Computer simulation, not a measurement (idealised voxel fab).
Process module name: voxel transistor to metal
Cross-section cut spans 300 nm and uses square cells 5 nm in size.
Think of the cross-section as a grid of square cells. We describe it in bands, top to bottom, and each band covers one or more rows of those cells. This entry defines a band. It first specifies the height of the band's top and the height of its bottom in nm, and then specifies the band's materials from left to right, stating each material with its width in nm. The word "everywhere" identifies a single material that fills the band from edge to edge, while the word "air" identifies empty space. We count height from 0. Below that, the starting wafer is all one material. The lowest band never ends at the bottom but goes on down; see "0 -> down" for how that is written. It should be noted that a width expressed as "30->40" varies in equal increments from row to row of cells within the band, taking the value of the first number at the top row and that of the second number at the bottom row. When a step is marked "remained unchanged", none of the cells in the cross-section changed during that step. For the entry "Enclosed void listing", the listed items are empty spaces with no open way to the top whose size is 8 cells or more; each item follows the pattern width x height at distance, where distance is from the left edge and all three are in nm. Anything after a step's settings on that line? It's the simulator's own note about the step. "overlay nm", when on a step's line for a step with a mask, measures how far to the right of its planned place the mask lay; a negative measure means to the left.
The process steps that were planned are listed below:
1,RECEIVE, material Si
2,CONFORMAL_DEP, material SiO2, thk nm 5
3,CONFORMAL_DEP, material SiN, thk nm 15
4,MASKED_ETCH, tone cover, mask id ACTIVE, width nm 115, pitch nm 140, etch materials SiN, depth nm 15, overlay nm 0
5,MASKED_ETCH, tone cover, mask id ACTIVE, width nm 115, pitch nm 140, etch materials SiO2, depth nm 5, overlay nm 0
6,MASKED_ETCH, tone cover, mask id ACTIVE, width nm 115, pitch nm 140, etch materials Si, depth nm 25, overlay nm 0
7,FILL_DEP, material SiO2, thk nm 5
8,CMP, height nm 20
9,SELECTIVE_ETCH, etch materials SiO2, depth nm 15
10,STRIP, etch materials SiN
11,SELECTIVE_ETCH, etch materials SiO2, depth nm 5
12,OXIDIZE, depth nm 5
13,DIRECTIONAL_DEP, material polySi, thk nm 25
14,DIRECTIONAL_DEP, material SiCN, thk nm 15
15,DIRECTIONAL_DEP, material aC, thk nm 15
16,PATTERN, tone cover, mask id GATE, material resist, width nm 35, pitch nm 140, thk nm 30, overlay nm 0
17,DIRECTIONAL_ETCH, etch materials aC, depth nm 15
18,STRIP, etch materials resist
19,DIRECTIONAL_ETCH, etch materials SiCN, depth nm 25
20,DIRECTIONAL_ETCH, etch materials polySi, depth nm 35
21,STRIP, etch materials aC
22,CONFORMAL_DEP, material SiO2, thk nm 5
23,DIRECTIONAL_ETCH, etch materials SiO2, depth nm 5
24,CONFORMAL_DEP, material SiN, thk nm 10
25,DIRECTIONAL_ETCH, etch materials SiN, depth nm 10
26,DIRECTIONAL_ETCH, etch materials SiO2, depth nm 5
27,EPI, material nSi, thk nm 5
28,FILL_DEP, material SiO2, thk nm 10
29,CMP, height nm 25
30,STRIP, etch materials polySi
31,SELECTIVE_ETCH, etch materials SiO2, depth nm 5
32,CONFORMAL_DEP, material HfO2, thk nm 5
33,CONFORMAL_DEP, material TiN, thk nm 5
34,FILL_DEP, material W, thk nm 5
35,CMP, height nm 20
36,DIRECTIONAL_DEP, material SiO2, thk nm 15
37,DIRECTIONAL_DEP, material aC, thk nm 10
38,PATTERN, tone open, mask id CONTACT, material resist, width nm 15, thk nm 25, overlay nm 0
39,DIRECTIONAL_ETCH, etch materials aC, depth nm 10
40,STRIP, etch materials resist
41,DIRECTIONAL_ETCH, etch materials SiO2, depth nm 35
42,STRIP, etch materials aC
43,CONFORMAL_DEP, material TiN, thk nm 5
44,FILL_DEP, material W, thk nm 5
45,CMP, height nm 35
46,DIRECTIONAL_DEP, material TiN, thk nm 5
47,DIRECTIONAL_DEP, material W, thk nm 25
48,DIRECTIONAL_DEP, material aC, thk nm 15
49,PATTERN, tone cover, mask id METAL_1, material resist, width nm 15, thk nm 35, overlay nm 0
50,DIRECTIONAL_ETCH, etch materials aC, depth nm 15
51,STRIP, etch materials resist
52,DIRECTIONAL_ETCH, etch materials W, depth nm 25
53,DIRECTIONAL_ETCH, etch materials TiN, depth nm 5
54,STRIP, etch materials aC
55,FILL_DEP, material SiO2, thk nm 10
56,CMP, height nm 65
57,CONFORMAL_DEP, material SiN, thk nm 5
The wafers in this document start out alike and differ in the thk nm applied at step 43; the plan shows the value used for the first wafer.
Cross-section, first of several wafers, as delivered after step 1:
0 -> down = Si everywhere
Enclosed void listing: none
For your reference, the table is organized with a row per wafer; each row reflects the wafer at the end of the module, indicating for each material the cells gained (+) or lost (-) since receipt, and thereafter its closed voids:
thk nm 5; +34 HfO2; -116 Si; +92 SiN; +594 SiO2; +98 TiN; +114 W; +24 nSi; Enclosed void listing: none
thk nm 10; +34 HfO2; -116 Si; +92 SiN; +594 SiO2; +122 TiN; +90 W; +24 nSi; Enclosed void listing: none
thk nm 15; +34 HfO2; -116 Si; +92 SiN; +594 SiO2; +122 TiN; +90 W; +24 nSi; Enclosed void listing: none
thk nm 20; +34 HfO2; -116 Si; +92 SiN; +594 SiO2; +122 TiN; +90 W; +24 nSi; Enclosed void listing: none
